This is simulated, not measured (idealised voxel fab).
You're looking at the process module voxel wiring stack.
In the cross-section labelled cut, the width is 280 nm and each square cell is 5 nm.
Cross-section format: a grid of square cells, given as bands from top to bottom; each band is one or more rows of cells. Band: top and bottom heights (nm) first, top before bottom; then materials from left to right, widths in nm. "edge to edge" marks a sole material filling the band edge to edge. "air" denotes empty space. Basically, 0 is our baseline, since under it the wafer straight out of the box is all one material. The bottom band has no lower end and keeps on going down, so it looks like "0 nm and below". Width "30->40": first value at the band's top row of cells, second value at its bottom row, equal change from row to row. You'll sometimes find "no change" written for a step, and that's the way of saying that nowhere in the cross-section did a cell change during that step. The label "Catalogued sealed voids" introduces a list of the empty spaces, 8 cells or larger, that have no open way up to the top; each entry in it reads width x height at distance, where the distance is taken from the left edge and all three are stated in nm. Note: text after step settings on the step line = simulator remark on that step. Regarding "overlay nm": on a step with a mask, it is the distance the mask lay to the right of its planned place; a negative value places it to the left.

Planned process steps
| 1 | RECEIVE, material Si |
| 2 | CONFORMAL_DEP, material SiO2, thk nm 10 |
| 3 | CONFORMAL_DEP, material SiCN, thk nm 5 |
| 4 | DIRECTIONAL_DEP, material SiO2, thk nm 25 |
| 5 | MASKED_ETCH, tone open, mask id METAL_1, width nm 30, pitch nm 60, etch materials SiO2, depth nm 25, overlay nm 0 |
| 6 | MASKED_ETCH, tone open, mask id METAL_1, width nm 30, pitch nm 60, etch materials SiCN, depth nm 5, overlay nm 0 |
| 7 | CONFORMAL_DEP, material TiN, thk nm 5 |
| 8 | FILL_DEP, material Cu, thk nm 10 |
| 9 | CMP, height nm 40 |
| 10 | EPI, material Ru, thk nm 5 |
| 11 | FILL_DEP, material SiCN, thk nm 5 |
| 12 | DIRECTIONAL_DEP, material lowk, thk nm 15 |
| 13 | DIRECTIONAL_DEP, material aC, thk nm 10 |
| 14 | PATTERN, tone open, mask id PLUG_1, material resist, width nm 15, pitch nm 60, thk nm 25, overlay nm 0 |
| 15 | DIRECTIONAL_ETCH, etch materials aC, depth nm 10 |
| 16 | STRIP, etch materials resist |
| 17 | DIRECTIONAL_ETCH, etch materials lowk, depth nm 15 |
| 18 | DIRECTIONAL_ETCH, etch materials SiCN, depth nm 5 |
| 19 | STRIP, etch materials aC |
| 20 | CONFORMAL_DEP, material TiN, thk nm 5 |
| 21 | FILL_DEP, material Cu, thk nm 5 |
| 22 | CMP, height nm 65 |
| 23 | DIRECTIONAL_DEP, material TiN, thk nm 5 |
| 24 | DIRECTIONAL_DEP, material W, thk nm 25 |
| 25 | MASKED_ETCH, tone cover, mask id METAL_2, width nm 30, pitch nm 60, etch materials W, depth nm 25, overlay nm 0 |
| 26 | MASKED_ETCH, tone cover, mask id METAL_2, width nm 30, pitch nm 60, etch materials TiN, depth nm 5, overlay nm 0 |
| 27 | CONFORMAL_DEP, material SiN, thk nm 5 |
| 28 | FILL_DEP, material lowk, thk nm 10 |
| 29 | CMP, height nm 95 |
| 30 | CONFORMAL_DEP, material SiCN, thk nm 5 |
| 31 | DIRECTIONAL_DEP, material lowk, thk nm 15 |
| 32 | DIRECTIONAL_DEP, material aC, thk nm 15 |
| 33 | PATTERN, tone open, mask id PLUG_2, material resist, width nm 15, pitch nm 60, thk nm 35, overlay nm 0 |
| 34 | DIRECTIONAL_ETCH, etch materials aC, depth nm 15 |
| 35 | STRIP, etch materials resist |
| 36 | DIRECTIONAL_ETCH, etch materials lowk, depth nm 15 |
| 37 | DIRECTIONAL_ETCH, etch materials SiCN, depth nm 5 |
| 38 | STRIP, etch materials aC |
| 39 | CONFORMAL_DEP, material TiN, thk nm 5 |
| 40 | FILL_DEP, material Cu, thk nm 10 |
| 41 | CMP, height nm 115 |
| 42 | DIRECTIONAL_DEP, material TiN, thk nm 5 |
| 43 | DIRECTIONAL_DEP, material W, thk nm 25 |
| 44 | DIRECTIONAL_DEP, material aC, thk nm 10 |
| 45 | PATTERN, tone cover, mask id METAL_3, material resist, width nm 30, pitch nm 60, thk nm 30, overlay nm 0 |
| 46 | DIRECTIONAL_ETCH, etch materials aC, depth nm 10 |
| 47 | STRIP, etch materials resist |
| 48 | DIRECTIONAL_ETCH, etch materials W, depth nm 25 |
| 49 | DIRECTIONAL_ETCH, etch materials TiN, depth nm 5 |
| 50 | STRIP, etch materials aC |
| 51 | FILL_DEP, material lowk, thk nm 10 |
| 52 | CMP, height nm 145 |
| 53 | CONFORMAL_DEP, material SiN, thk nm 5 |

Wafer, first of two, run as planned

Cross-section of the wafer at receipt, which is the condition after step 1
* 0 nm and below = Si edge to edge
* Catalogued sealed voids: none

Upon completion of step 2, the wafer appears in cross-section as shown
* 10 nm to 0 nm = SiO2 edge to edge
* Whatever lies below 0 is exactly as it was before.

Upon completion of step 3, the wafer appears in cross-section as shown
* 15 nm to 10 nm = SiCN edge to edge
* Whatever lies below 10 is exactly as it was before.

Upon completion of step 4, the wafer appears in cross-section as shown
* 40 nm to 15 nm = SiO2 edge to edge
* Whatever lies below 15 is exactly as it was before.

Upon completion of step 5, the wafer appears in cross-section as shown
* 40 nm to 15 nm = SiO2 (95); air (30); SiO2 (30); air (30); SiO2 (95)
* Whatever lies below 15 is exactly as it was before.

Upon completion of step 6, the wafer appears in cross-section as shown
* 40 nm to 15 nm = SiO2 (95); air (30); SiO2 (30); air (30); SiO2 (95)
* 15 nm to 10 nm = SiCN (95); air (30); SiCN (30); air (30); SiCN (95)
* Whatever lies below 10 is exactly as it was before.

Upon completion of step 7, the wafer appears in cross-section as shown
* 45 nm to 40 nm = TiN (100); air (20); TiN (40); air (20); TiN (100)
* 40 nm to 15 nm = SiO2 (95); TiN (5); air (20); TiN (5); SiO2 (30); TiN (5); air (20); TiN (5); SiO2 (95)
* 15 nm to 10 nm = SiCN (95); TiN (30); SiCN (30); TiN (30); SiCN (95)
* Whatever lies below 10 is exactly as it was before.

Upon completion of step 8, the wafer appears in cross-section as shown
* 55 nm to 45 nm = Cu edge to edge
* 45 nm to 40 nm = TiN (100); Cu (20); TiN (40); Cu (20); TiN (100)
* 40 nm to 15 nm = SiO2 (95); TiN (5); Cu (20); TiN (5); SiO2 (30); TiN (5); Cu (20); TiN (5); SiO2 (95)
* Whatever lies below 15 is exactly as it was before.

Upon completion of step 9, the wafer appears in cross-section as shown
* 40 nm to 15 nm = SiO2 (95); TiN (5); Cu (20); TiN (5); SiO2 (30); TiN (5); Cu (20); TiN (5); SiO2 (95)
* Whatever lies below 15 is exactly as it was before.

Upon completion of step 10, the wafer appears in cross-section as shown
* 45 nm to 40 nm = air (90); Ru (40); air (20); Ru (40); air (90)
* Whatever lies below 40 is exactly as it was before.

Upon completion of step 11, the wafer appears in cross-section as shown
* 50 nm to 45 nm = SiCN edge to edge
* 45 nm to 40 nm = SiCN (90); Ru (40); SiCN (20); Ru (40); SiCN (90)
* Whatever lies below 40 is exactly as it was before.

Upon completion of step 12, the wafer appears in cross-section as shown
* 65 nm to 50 nm = lowk edge to edge
* Whatever lies below 50 is exactly as it was before.

Upon completion of step 13, the wafer appears in cross-section as shown
* 75 nm to 65 nm = aC edge to edge
* Whatever lies below 65 is exactly as it was before.

Upon completion of step 14, the wafer appears in cross-section as shown
* 100 nm to 75 nm = resist (95); air (15); resist (45); air (15); resist (110)
* Whatever lies below 75 is exactly as it was before.

Upon completion of step 15, the wafer appears in cross-section as shown
* 90 nm to 75 nm = resist (95); air (15); resist (45); air (15); resist (110)
* 75 nm to 65 nm = aC (95); air (15); aC (45); air (15); aC (110)
* Whatever lies below 65 is exactly as it was before.

Upon completion of step 16, the wafer appears in cross-section as shown
* 75 nm to 65 nm = aC (95); air (15); aC (45); air (15); aC (110)
* Whatever lies below 65 is exactly as it was before.

Upon completion of step 17, the wafer appears in cross-section as shown
* 75 nm to 65 nm = aC (95); air (15); aC (45); air (15); aC (110)
* 65 nm to 50 nm = lowk (95); air (15); lowk (45); air (15); lowk (110)
* Whatever lies below 50 is exactly as it was before.

Upon completion of step 18, the wafer appears in cross-section as shown
* 75 nm to 65 nm = aC (95); air (15); aC (45); air (15); aC (110)
* 65 nm to 50 nm = lowk (95); air (15); lowk (45); air (15); lowk (110)
* 50 nm to 45 nm = SiCN (95); air (15); SiCN (45); air (15); SiCN (110)
* Whatever lies below 45 is exactly as it was before.

Upon completion of step 19, the wafer appears in cross-section as shown
* 65 nm to 50 nm = lowk (95); air (15); lowk (45); air (15); lowk (110)
* Whatever lies below 50 is exactly as it was before.

Upon completion of step 20, the wafer appears in cross-section as shown
* 70 nm to 65 nm = TiN (100); air (5); TiN (55); air (5); TiN (115)
* 65 nm to 50 nm = lowk (95); TiN (5); air (5); TiN (5); lowk (45); TiN (5); air (5); TiN (5); lowk (110)
* 50 nm to 45 nm = SiCN (95); TiN (15); SiCN (45); TiN (15); SiCN (110)
* Whatever lies below 45 is exactly as it was before.

Upon completion of step 21, the wafer appears in cross-section as shown
* 75 nm to 70 nm = Cu edge to edge
* 70 nm to 65 nm = TiN (100); Cu (5); TiN (55); Cu (5); TiN (115)
* 65 nm to 50 nm = lowk (95); TiN (5); Cu (5); TiN (5); lowk (45); TiN (5); Cu (5); TiN (5); lowk (110)
* Whatever lies below 50 is exactly as it was before.

Upon completion of step 22, the wafer appears in cross-section as shown
* 65 nm to 50 nm = lowk (95); TiN (5); Cu (5); TiN (5); lowk (45); TiN (5); Cu (5); TiN (5); lowk (110)
* Whatever lies below 50 is exactly as it was before.

Upon completion of step 23, the wafer appears in cross-section as shown
* 70 nm to 65 nm = TiN edge to edge
* Whatever lies below 65 is exactly as it was before.

Upon completion of step 24, the wafer appears in cross-section as shown
* 95 nm to 70 nm = W edge to edge
* Whatever lies below 70 is exactly as it was before.

Upon completion of step 25, the wafer appears in cross-section as shown
* 95 nm to 70 nm = air (95); W (30); air (30); W (30); air (95)
* Whatever lies below 70 is exactly as it was before.

Upon completion of step 26, the wafer appears in cross-section as shown
* 95 nm to 70 nm = air (95); W (30); air (30); W (30); air (95)
* 70 nm to 65 nm = air (95); TiN (30); air (30); TiN (30); air (95)
* Whatever lies below 65 is exactly as it was before.

Upon completion of step 27, the wafer appears in cross-section as shown
* 100 nm to 95 nm = air (90); SiN (40); air (20); SiN (40); air (90)
* 95 nm to 70 nm = air (90); SiN (5); W (30); SiN (5); air (20); SiN (5); W (30); SiN (5); air (90)
* 70 nm to 65 nm = SiN (95); TiN (30); SiN (30); TiN (30); SiN (95)
* Whatever lies below 65 is exactly as it was before.

Upon completion of step 28, the wafer appears in cross-section as shown
* 110 nm to 100 nm = lowk edge to edge
* 100 nm to 95 nm = lowk (90); SiN (40); lowk (20); SiN (40); lowk (90)
* 95 nm to 70 nm = lowk (90); SiN (5); W (30); SiN (5); lowk (20); SiN (5); W (30); SiN (5); lowk (90)
* Whatever lies below 70 is exactly as it was before.

Upon completion of step 29, the wafer appears in cross-section as shown
* 95 nm to 70 nm = lowk (90); SiN (5); W (30); SiN (5); lowk (20); SiN (5); W (30); SiN (5); lowk (90)
* Whatever lies below 70 is exactly as it was before.

Upon completion of step 30, the wafer appears in cross-section as shown
* 100 nm to 95 nm = SiCN edge to edge
* Whatever lies below 95 is exactly as it was before.

Upon completion of step 31, the wafer appears in cross-section as shown
* 115 nm to 100 nm = lowk edge to edge
* Whatever lies below 100 is exactly as it was before.

Upon completion of step 32, the wafer appears in cross-section as shown
* 130 nm to 115 nm = aC edge to edge
* Whatever lies below 115 is exactly as it was before.

Upon completion of step 33, the wafer appears in cross-section as shown
* 165 nm to 130 nm = resist (95); air (15); resist (45); air (15); resist (110)
* Whatever lies below 130 is exactly as it was before.

Upon completion of step 34, the wafer appears in cross-section as shown
* 150 nm to 130 nm = resist (95); air (15); resist (45); air (15); resist (110)
* 130 nm to 115 nm = aC (95); air (15); aC (45); air (15); aC (110)
* Whatever lies below 115 is exactly as it was before.

Upon completion of step 35, the wafer appears in cross-section as shown
* 130 nm to 115 nm = aC (95); air (15); aC (45); air (15); aC (110)
* Whatever lies below 115 is exactly as it was before.

Upon completion of step 36, the wafer appears in cross-section as shown
* 130 nm to 115 nm = aC (95); air (15); aC (45); air (15); aC (110)
* 115 nm to 100 nm = lowk (95); air (15); lowk (45); air (15); lowk (110)
* Whatever lies below 100 is exactly as it was before.

Upon completion of step 37, the wafer appears in cross-section as shown
* 130 nm to 115 nm = aC (95); air (15); aC (45); air (15); aC (110)
* 115 nm to 100 nm = lowk (95); air (15); lowk (45); air (15); lowk (110)
* 100 nm to 95 nm = SiCN (95); air (15); SiCN (45); air (15); SiCN (110)
* Whatever lies below 95 is exactly as it was before.

Upon completion of step 38, the wafer appears in cross-section as shown
* 115 nm to 100 nm = lowk (95); air (15); lowk (45); air (15); lowk (110)
* Whatever lies below 100 is exactly as it was before.

Upon completion of step 39, the wafer appears in cross-section as shown
* 120 nm to 115 nm = TiN (100); air (5); TiN (55); air (5); TiN (115)
* 115 nm to 100 nm = lowk (95); TiN (5); air (5); TiN (5); lowk (45); TiN (5); air (5); TiN (5); lowk (110)
* 100 nm to 95 nm = SiCN (95); TiN (15); SiCN (45); TiN (15); SiCN (110)
* Whatever lies below 95 is exactly as it was before.

Upon completion of step 40, the wafer appears in cross-section as shown
* 130 nm to 120 nm = Cu edge to edge
* 120 nm to 115 nm = TiN (100); Cu (5); TiN (55); Cu (5); TiN (115)
* 115 nm to 100 nm = lowk (95); TiN (5); Cu (5); TiN (5); lowk (45); TiN (5); Cu (5); TiN (5); lowk (110)
* Whatever lies below 100 is exactly as it was before.

Upon completion of step 41, the wafer appears in cross-section as shown
* 115 nm to 100 nm = lowk (95); TiN (5); Cu (5); TiN (5); lowk (45); TiN (5); Cu (5); TiN (5); lowk (110)
* Whatever lies below 100 is exactly as it was before.

Upon completion of step 42, the wafer appears in cross-section as shown
* 120 nm to 115 nm = TiN edge to edge
* Whatever lies below 115 is exactly as it was before.

Upon completion of step 43, the wafer appears in cross-section as shown
* 145 nm to 120 nm = W edge to edge
* Whatever lies below 120 is exactly as it was before.

Upon completion of step 44, the wafer appears in cross-section as shown
* 155 nm to 145 nm = aC edge to edge
* Whatever lies below 145 is exactly as it was before.

Upon completion of step 45, the wafer appears in cross-section as shown
* 185 nm to 155 nm = air (95); resist (30); air (30); resist (30); air (95)
* Whatever lies below 155 is exactly as it was before.

Upon completion of step 46, the wafer appears in cross-section as shown
* 175 nm to 155 nm = air (95); resist (30); air (30); resist (30); air (95)
* 155 nm to 145 nm = air (95); aC (30); air (30); aC (30); air (95)
* Whatever lies below 145 is exactly as it was before.

Upon completion of step 47, the wafer appears in cross-section as shown
* 155 nm to 145 nm = air (95); aC (30); air (30); aC (30); air (95)
* Whatever lies below 145 is exactly as it was before.

Upon completion of step 48, the wafer appears in cross-section as shown
* 155 nm to 145 nm = air (95); aC (30); air (30); aC (30); air (95)
* 145 nm to 120 nm = air (95); W (30); air (30); W (30); air (95)
* Whatever lies below 120 is exactly as it was before.

Upon completion of step 49, the wafer appears in cross-section as shown
* 155 nm to 145 nm = air (95); aC (30); air (30); aC (30); air (95)
* 145 nm to 120 nm = air (95); W (30); air (30); W (30); air (95)
* 120 nm to 115 nm = air (95); TiN (30); air (30); TiN (30); air (95)
* Whatever lies below 115 is exactly as it was before.

Upon completion of step 50, the wafer appears in cross-section as shown
* 145 nm to 120 nm = air (95); W (30); air (30); W (30); air (95)
* Whatever lies below 120 is exactly as it was before.

Upon completion of step 51, the wafer appears in cross-section as shown
* 155 nm to 145 nm = lowk edge to edge
* 145 nm to 120 nm = lowk (95); W (30); lowk (30); W (30); lowk (95)
* 120 nm to 115 nm = lowk (95); TiN (30); lowk (30); TiN (30); lowk (95)
* Whatever lies below 115 is exactly as it was before.

Upon completion of step 52, the wafer appears in cross-section as shown
* 145 nm to 120 nm = lowk (95); W (30); lowk (30); W (30); lowk (95)
* Whatever lies below 120 is exactly as it was before.

Upon completion of step 53, the wafer appears in cross-section as shown
* 150 nm to 145 nm = SiN edge to edge
* Whatever lies below 145 is exactly as it was before.

Companion wafer, the second of two: same beginning, same intended sequence, one mistake in carrying it out; through step 2 inclusive it tracks the first exactly

Cross-section of the second wafer corresponding to the planned conclusion of step 3: no change

Cross-section of the second wafer corresponding to the planned conclusion of step 4
* 35 nm to 0 nm = SiO2 edge to edge
* Whatever lies below 0 is exactly as it was before.

Cross-section of the second wafer corresponding to the planned conclusion of step 5
* 35 nm to 10 nm = SiO2 (95); air (30); SiO2 (30); air (30); SiO2 (95)
* Whatever lies below 10 is exactly as it was before.

Cross-section of the second wafer corresponding to the planned conclusion of step 6: no change

Cross-section of the second wafer corresponding to the planned conclusion of step 7
* 40 nm to 35 nm = TiN (100); air (20); TiN (40); air (20); TiN (100)
* 35 nm to 15 nm = SiO2 (95); TiN (5); air (20); TiN (5); SiO2 (30); TiN (5); air (20); TiN (5); SiO2 (95)
* 15 nm to 10 nm = SiO2 (95); TiN (30); SiO2 (30); TiN (30); SiO2 (95)
* Whatever lies below 10 is exactly as it was before.

Cross-section of the second wafer corresponding to the planned conclusion of step 8
* 50 nm to 40 nm = Cu edge to edge
* 40 nm to 35 nm = TiN (100); Cu (20); TiN (40); Cu (20); TiN (100)
* 35 nm to 15 nm = SiO2 (95); TiN (5); Cu (20); TiN (5); SiO2 (30); TiN (5); Cu (20); TiN (5); SiO2 (95)
* Whatever lies below 15 is exactly as it was before.

Cross-section of the second wafer corresponding to the planned conclusion of step 9
* 40 nm to 35 nm = TiN (100); Cu (20); TiN (40); Cu (20); TiN (100)
* Whatever lies below 35 is exactly as it was before.

Cross-section of the second wafer corresponding to the planned conclusion of step 10
* 45 nm to 40 nm = Ru edge to edge
* Whatever lies below 40 is exactly as it was before.

Cross-section of the second wafer corresponding to the planned conclusion of step 11
* 50 nm to 45 nm = SiCN edge to edge
* Whatever lies below 45 is exactly as it was before.

Cross-section of the second wafer corresponding to the planned conclusion of step 12
* 65 nm to 50 nm = lowk edge to edge
* Whatever lies below 50 is exactly as it was before.

Cross-section of the second wafer corresponding to the planned conclusion of step 13
* 75 nm to 65 nm = aC edge to edge
* Whatever lies below 65 is exactly as it was before.

Cross-section of the second wafer corresponding to the planned conclusion of step 14
* 100 nm to 75 nm = resist (95); air (15); resist (45); air (15); resist (110)
* Whatever lies below 75 is exactly as it was before.

Cross-section of the second wafer corresponding to the planned conclusion of step 15
* 90 nm to 75 nm = resist (95); air (15); resist (45); air (15); resist (110)
* 75 nm to 65 nm = aC (95); air (15); aC (45); air (15); aC (110)
* Whatever lies below 65 is exactly as it was before.

Cross-section of the second wafer corresponding to the planned conclusion of step 16
* 75 nm to 65 nm = aC (95); air (15); aC (45); air (15); aC (110)
* Whatever lies below 65 is exactly as it was before.

Cross-section of the second wafer corresponding to the planned conclusion of step 17
* 75 nm to 65 nm = aC (95); air (15); aC (45); air (15); aC (110)
* 65 nm to 50 nm = lowk (95); air (15); lowk (45); air (15); lowk (110)
* Whatever lies below 50 is exactly as it was before.

Cross-section of the second wafer corresponding to the planned conclusion of step 18
* 75 nm to 65 nm = aC (95); air (15); aC (45); air (15); aC (110)
* 65 nm to 50 nm = lowk (95); air (15); lowk (45); air (15); lowk (110)
* 50 nm to 45 nm = SiCN (95); air (15); SiCN (45); air (15); SiCN (110)
* Whatever lies below 45 is exactly as it was before.

Cross-section of the second wafer corresponding to the planned conclusion of step 19
* 65 nm to 50 nm = lowk (95); air (15); lowk (45); air (15); lowk (110)
* Whatever lies below 50 is exactly as it was before.

Cross-section of the second wafer corresponding to the planned conclusion of step 20
* 70 nm to 65 nm = TiN (100); air (5); TiN (55); air (5); TiN (115)
* 65 nm to 50 nm = lowk (95); TiN (5); air (5); TiN (5); lowk (45); TiN (5); air (5); TiN (5); lowk (110)
* 50 nm to 45 nm = SiCN (95); TiN (15); SiCN (45); TiN (15); SiCN (110)
* Whatever lies below 45 is exactly as it was before.

Cross-section of the second wafer corresponding to the planned conclusion of step 21
* 75 nm to 70 nm = Cu edge to edge
* 70 nm to 65 nm = TiN (100); Cu (5); TiN (55); Cu (5); TiN (115)
* 65 nm to 50 nm = lowk (95); TiN (5); Cu (5); TiN (5); lowk (45); TiN (5); Cu (5); TiN (5); lowk (110)
* Whatever lies below 50 is exactly as it was before.

Cross-section of the second wafer corresponding to the planned conclusion of step 22
* 65 nm to 50 nm = lowk (95); TiN (5); Cu (5); TiN (5); lowk (45); TiN (5); Cu (5); TiN (5); lowk (110)
* Whatever lies below 50 is exactly as it was before.

Cross-section of the second wafer corresponding to the planned conclusion of step 23
* 70 nm to 65 nm = TiN edge to edge
* Whatever lies below 65 is exactly as it was before.

Cross-section of the second wafer corresponding to the planned conclusion of step 24
* 95 nm to 70 nm = W edge to edge
* Whatever lies below 70 is exactly as it was before.

Cross-section of the second wafer corresponding to the planned conclusion of step 25
* 95 nm to 70 nm = air (95); W (30); air (30); W (30); air (95)
* Whatever lies below 70 is exactly as it was before.

Cross-section of the second wafer corresponding to the planned conclusion of step 26
* 95 nm to 70 nm = air (95); W (30); air (30); W (30); air (95)
* 70 nm to 65 nm = air (95); TiN (30); air (30); TiN (30); air (95)
* Whatever lies below 65 is exactly as it was before.

Cross-section of the second wafer corresponding to the planned conclusion of step 27
* 100 nm to 95 nm = air (90); SiN (40); air (20); SiN (40); air (90)
* 95 nm to 70 nm = air (90); SiN (5); W (30); SiN (5); air (20); SiN (5); W (30); SiN (5); air (90)
* 70 nm to 65 nm = SiN (95); TiN (30); SiN (30); TiN (30); SiN (95)
* Whatever lies below 65 is exactly as it was before.

Cross-section of the second wafer corresponding to the planned conclusion of step 28
* 110 nm to 100 nm = lowk edge to edge
* 100 nm to 95 nm = lowk (90); SiN (40); lowk (20); SiN (40); lowk (90)
* 95 nm to 70 nm = lowk (90); SiN (5); W (30); SiN (5); lowk (20); SiN (5); W (30); SiN (5); lowk (90)
* Whatever lies below 70 is exactly as it was before.

Cross-section of the second wafer corresponding to the planned conclusion of step 29
* 95 nm to 70 nm = lowk (90); SiN (5); W (30); SiN (5); lowk (20); SiN (5); W (30); SiN (5); lowk (90)
* Whatever lies below 70 is exactly as it was before.

Cross-section of the second wafer corresponding to the planned conclusion of step 30
* 100 nm to 95 nm = SiCN edge to edge
* Whatever lies below 95 is exactly as it was before.

Cross-section of the second wafer corresponding to the planned conclusion of step 31
* 115 nm to 100 nm = lowk edge to edge
* Whatever lies below 100 is exactly as it was before.

Cross-section of the second wafer corresponding to the planned conclusion of step 32
* 130 nm to 115 nm = aC edge to edge
* Whatever lies below 115 is exactly as it was before.

Cross-section of the second wafer corresponding to the planned conclusion of step 33
* 165 nm to 130 nm = resist (95); air (15); resist (45); air (15); resist (110)
* Whatever lies below 130 is exactly as it was before.

Cross-section of the second wafer corresponding to the planned conclusion of step 34
* 150 nm to 130 nm = resist (95); air (15); resist (45); air (15); resist (110)
* 130 nm to 115 nm = aC (95); air (15); aC (45); air (15); aC (110)
* Whatever lies below 115 is exactly as it was before.

Cross-section of the second wafer corresponding to the planned conclusion of step 35
* 130 nm to 115 nm = aC (95); air (15); aC (45); air (15); aC (110)
* Whatever lies below 115 is exactly as it was before.

Cross-section of the second wafer corresponding to the planned conclusion of step 36
* 130 nm to 115 nm = aC (95); air (15); aC (45); air (15); aC (110)
* 115 nm to 100 nm = lowk (95); air (15); lowk (45); air (15); lowk (110)
* Whatever lies below 100 is exactly as it was before.

Cross-section of the second wafer corresponding to the planned conclusion of step 37
* 130 nm to 115 nm = aC (95); air (15); aC (45); air (15); aC (110)
* 115 nm to 100 nm = lowk (95); air (15); lowk (45); air (15); lowk (110)
* 100 nm to 95 nm = SiCN (95); air (15); SiCN (45); air (15); SiCN (110)
* Whatever lies below 95 is exactly as it was before.

Cross-section of the second wafer corresponding to the planned conclusion of step 38
* 115 nm to 100 nm = lowk (95); air (15); lowk (45); air (15); lowk (110)
* Whatever lies below 100 is exactly as it was before.

Cross-section of the second wafer corresponding to the planned conclusion of step 39
* 120 nm to 115 nm = TiN (100); air (5); TiN (55); air (5); TiN (115)
* 115 nm to 100 nm = lowk (95); TiN (5); air (5); TiN (5); lowk (45); TiN (5); air (5); TiN (5); lowk (110)
* 100 nm to 95 nm = SiCN (95); TiN (15); SiCN (45); TiN (15); SiCN (110)
* Whatever lies below 95 is exactly as it was before.

Cross-section of the second wafer corresponding to the planned conclusion of step 40
* 130 nm to 120 nm = Cu edge to edge
* 120 nm to 115 nm = TiN (100); Cu (5); TiN (55); Cu (5); TiN (115)
* 115 nm to 100 nm = lowk (95); TiN (5); Cu (5); TiN (5); lowk (45); TiN (5); Cu (5); TiN (5); lowk (110)
* Whatever lies below 100 is exactly as it was before.

Cross-section of the second wafer corresponding to the planned conclusion of step 41
* 115 nm to 100 nm = lowk (95); TiN (5); Cu (5); TiN (5); lowk (45); TiN (5); Cu (5); TiN (5); lowk (110)
* Whatever lies below 100 is exactly as it was before.

Cross-section of the second wafer corresponding to the planned conclusion of step 42
* 120 nm to 115 nm = TiN edge to edge
* Whatever lies below 115 is exactly as it was before.

Cross-section of the second wafer corresponding to the planned conclusion of step 43
* 145 nm to 120 nm = W edge to edge
* Whatever lies below 120 is exactly as it was before.

Cross-section of the second wafer corresponding to the planned conclusion of step 44
* 155 nm to 145 nm = aC edge to edge
* Whatever lies below 145 is exactly as it was before.

Cross-section of the second wafer corresponding to the planned conclusion of step 45
* 185 nm to 155 nm = air (95); resist (30); air (30); resist (30); air (95)
* Whatever lies below 155 is exactly as it was before.

Cross-section of the second wafer corresponding to the planned conclusion of step 46
* 175 nm to 155 nm = air (95); resist (30); air (30); resist (30); air (95)
* 155 nm to 145 nm = air (95); aC (30); air (30); aC (30); air (95)
* Whatever lies below 145 is exactly as it was before.

Cross-section of the second wafer corresponding to the planned conclusion of step 47
* 155 nm to 145 nm = air (95); aC (30); air (30); aC (30); air (95)
* Whatever lies below 145 is exactly as it was before.

Cross-section of the second wafer corresponding to the planned conclusion of step 48
* 155 nm to 145 nm = air (95); aC (30); air (30); aC (30); air (95)
* 145 nm to 120 nm = air (95); W (30); air (30); W (30); air (95)
* Whatever lies below 120 is exactly as it was before.

Cross-section of the second wafer corresponding to the planned conclusion of step 49
* 155 nm to 145 nm = air (95); aC (30); air (30); aC (30); air (95)
* 145 nm to 120 nm = air (95); W (30); air (30); W (30); air (95)
* 120 nm to 115 nm = air (95); TiN (30); air (30); TiN (30); air (95)
* Whatever lies below 115 is exactly as it was before.

Cross-section of the second wafer corresponding to the planned conclusion of step 50
* 145 nm to 120 nm = air (95); W (30); air (30); W (30); air (95)
* Whatever lies below 120 is exactly as it was before.

Cross-section of the second wafer corresponding to the planned conclusion of step 51
* 155 nm to 145 nm = lowk edge to edge
* 145 nm to 120 nm = lowk (95); W (30); lowk (30); W (30); lowk (95)
* 120 nm to 115 nm = lowk (95); TiN (30); lowk (30); TiN (30); lowk (95)
* Whatever lies below 115 is exactly as it was before.

Cross-section of the second wafer corresponding to the planned conclusion of step 52
* 145 nm to 120 nm = lowk (95); W (30); lowk (30); W (30); lowk (95)
* Whatever lies below 120 is exactly as it was before.

Cross-section of the second wafer corresponding to the planned conclusion of step 53
* 150 nm to 145 nm = SiN edge to edge
* Whatever lies below 145 is exactly as it was before.
Error vs. plan: plan step 3 was not performed, having been skipped
Final difference in cells, second wafer against first, listed per material as more or fewer: Ru: 40 more, SiCN: 84 fewer, TiN: 44 more
